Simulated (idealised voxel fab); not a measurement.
The process module presented herein is designated voxel ribs on slabs.
Displayed cross-section: cut, width of 195 nm, square cells sized 5 nm.
Square cells in a grid make up a cross-section in this document, and the grid is given as bands, listed from the top down, each one or more rows of cells. Heights first: top, then bottom, in nm. Then materials, left to right, each with a width in nm. "throughout" on a single material: fills the band edge to edge. "blank": empty space. Where do heights start? At 0: under that level the wafer as delivered is made of one material only. And the lowest band has no floor; it just carries on downward, as in "0 down". Per-row width for "30..40": begins at first number (top row of band), ends at second number (bottom row), increment between rows held constant. Step note "no change occurred" = no cross-section cell changed. "Tabulated closed voids" - sealed voids, min. 8 cells, no opening to top; format: width x height at distance (distance from left edge; nm throughout). after a step's settings: what the simulator itself notes on the step. "overlay nm" on a masked step: distance the mask lay right of its planned place, negative for left.

Process steps foreseen in the plan
1,RECEIVE | material Si
2,DIRECTIONAL_DEP | material SiO2 | thk nm 25
3,DIRECTIONAL_DEP | material polySi | thk nm 20
4,MASKED_ETCH | tone cover | mask id RIB | width nm 15 | etch materials polySi | depth nm 15 | overlay nm 0
5,DIRECTIONAL_DEP | material aC | thk nm 15
6,PATTERN | tone cover | mask id SLAB | material resist | width nm 65 | thk nm 35 | overlay nm 0
7,DIRECTIONAL_ETCH | etch materials aC | depth nm 15
8,STRIP | etch materials resist
9,DIRECTIONAL_ETCH | etch materials polySi | depth nm 5
10,STRIP | etch materials aC
11,FILL_DEP | material SiO2 | thk nm 20
12,CMP | height nm 55
13,DIRECTIONAL_DEP | material TiN | thk nm 5
14,PATTERN | tone cover | mask id HEATER | material resist | width nm 25 | thk nm 20 | overlay nm 0
15,DIRECTIONAL_ETCH | etch materials TiN | depth nm 5
16,STRIP | etch materials resist
17,CONFORMAL_DEP | material SiN | thk nm 5

So, the first of our two wafers, run just as we planned it

Wafer as received: cross-section following step 1
	0 down  Si throughout
	Tabulated closed voids: none

Cross-section: wafer state after step 2
	25 to 0  SiO2 throughout
	Heights below 0 show no change.

Cross-section: wafer state after step 3
	45 to 25  polySi throughout
	Heights below 25 show no change.

Cross-section: wafer state after step 4
	45 to 30  90 blank  15 polySi  90 blank
	Heights below 30 show no change.

Cross-section: wafer state after step 5
	60 to 45  90 blank  15 aC  90 blank
	45 to 30  90 aC  15 polySi  90 aC
	Heights below 30 show no change.

Cross-section: wafer state after step 6
	95 to 60  65 blank  65 resist  65 blank
	60 to 45  65 blank  25 resist  15 aC  25 resist  65 blank
	Heights below 45 show no change.

Cross-section: wafer state after step 7
	80 to 60  65 blank  65 resist  65 blank
	60 to 45  65 blank  25 resist  15 aC  25 resist  65 blank
	45 to 30  65 blank  25 aC  15 polySi  25 aC  65 blank
	Heights below 30 show no change.

Cross-section: wafer state after step 8
	60 to 45  90 blank  15 aC  90 blank
	Heights below 45 show no change.

Cross-section: wafer state after step 9
	60 to 45  90 blank  15 aC  90 blank
	45 to 30  65 blank  25 aC  15 polySi  25 aC  65 blank
	30 to 25  65 blank  65 polySi  65 blank
	Heights below 25 show no change.

Cross-section: wafer state after step 10
	45 to 30  90 blank  15 polySi  90 blank
	Heights below 30 show no change.

Cross-section: wafer state after step 11
	65 to 45  SiO2 throughout
	45 to 30  90 SiO2  15 polySi  90 SiO2
	30 to 25  65 SiO2  65 polySi  65 SiO2
	Heights below 25 show no change.

Cross-section: wafer state after step 12
	55 to 45  SiO2 throughout
	Heights below 45 show no change.

Cross-section: wafer state after step 13
	60 to 55  TiN throughout
	Heights below 55 show no change.

Cross-section: wafer state after step 14
	80 to 60  85 blank  25 resist  85 blank
	Heights below 60 show no change.

Cross-section: wafer state after step 15
	80 to 60  85 blank  25 resist  85 blank
	60 to 55  85 blank  25 TiN  85 blank
	Heights below 55 show no change.

Cross-section: wafer state after step 16
	60 to 55  85 blank  25 TiN  85 blank
	Heights below 55 show no change.

Cross-section: wafer state after step 17
	65 to 60  80 blank  35 SiN  80 blank
	60 to 55  85 SiN  25 TiN  85 SiN
	Heights below 55 show no change.

Notes, second wafer: start = first wafer's, plan = first wafer's, execution had one mistake; history identical to first through step 2

Cross-section, second wafer, at the end time the plan gives for step 3
	65 to 25  polySi throughout
	Heights below 25 show no change.

Cross-section, second wafer, at the end time the plan gives for step 4
	65 to 50  90 blank  15 polySi  90 blank
	Heights below 50 show no change.

Cross-section, second wafer, at the end time the plan gives for step 5
	80 to 65  90 blank  15 aC  90 blank
	65 to 50  90 aC  15 polySi  90 aC
	Heights below 50 show no change.

Cross-section, second wafer, at the end time the plan gives for step 6
	115 to 80  65 blank  65 resist  65 blank
	80 to 65  65 blank  25 resist  15 aC  25 resist  65 blank
	Heights below 65 show no change.

Cross-section, second wafer, at the end time the plan gives for step 7
	100 to 80  65 blank  65 resist  65 blank
	80 to 65  65 blank  25 resist  15 aC  25 resist  65 blank
	65 to 50  65 blank  25 aC  15 polySi  25 aC  65 blank
	Heights below 50 show no change.

Cross-section, second wafer, at the end time the plan gives for step 8
	80 to 65  90 blank  15 aC  90 blank
	Heights below 65 show no change.

Cross-section, second wafer, at the end time the plan gives for step 9
	80 to 65  90 blank  15 aC  90 blank
	65 to 50  65 blank  25 aC  15 polySi  25 aC  65 blank
	50 to 45  65 blank  65 polySi  65 blank
	Heights below 45 show no change.

Cross-section, second wafer, at the end time the plan gives for step 10
	65 to 50  90 blank  15 polySi  90 blank
	Heights below 50 show no change.

Cross-section, second wafer, at the end time the plan gives for step 11
	85 to 65  SiO2 throughout
	65 to 50  90 SiO2  15 polySi  90 SiO2
	50 to 45  65 SiO2  65 polySi  65 SiO2
	Heights below 45 show no change.

Cross-section, second wafer, at the end time the plan gives for step 12
	55 to 45  90..65 SiO2  15..65 polySi  90..65 SiO2
	Heights below 45 show no change.

Cross-section, second wafer, at the end time the plan gives for step 13
	60 to 55  TiN throughout
	Heights below 55 show no change.

Cross-section, second wafer, at the end time the plan gives for step 14
	80 to 60  85 blank  25 resist  85 blank
	Heights below 60 show no change.

Cross-section, second wafer, at the end time the plan gives for step 15
	80 to 60  85 blank  25 resist  85 blank
	60 to 55  85 blank  25 TiN  85 blank
	Heights below 55 show no change.

Cross-section, second wafer, at the end time the plan gives for step 16
	60 to 55  85 blank  25 TiN  85 blank
	Heights below 55 show no change.

Cross-section, second wafer, at the end time the plan gives for step 17
	65 to 60  80 blank  35 SiN  80 blank
	60 to 55  85 SiN  25 TiN  85 SiN
	Heights below 55 show no change.
Plan not followed: step 3, plan: ran twice
The final cell counts differ between the wafers, with the second having more or fewer of some materials than the first: 150 fewer of SiO2 | 150 more of polySi
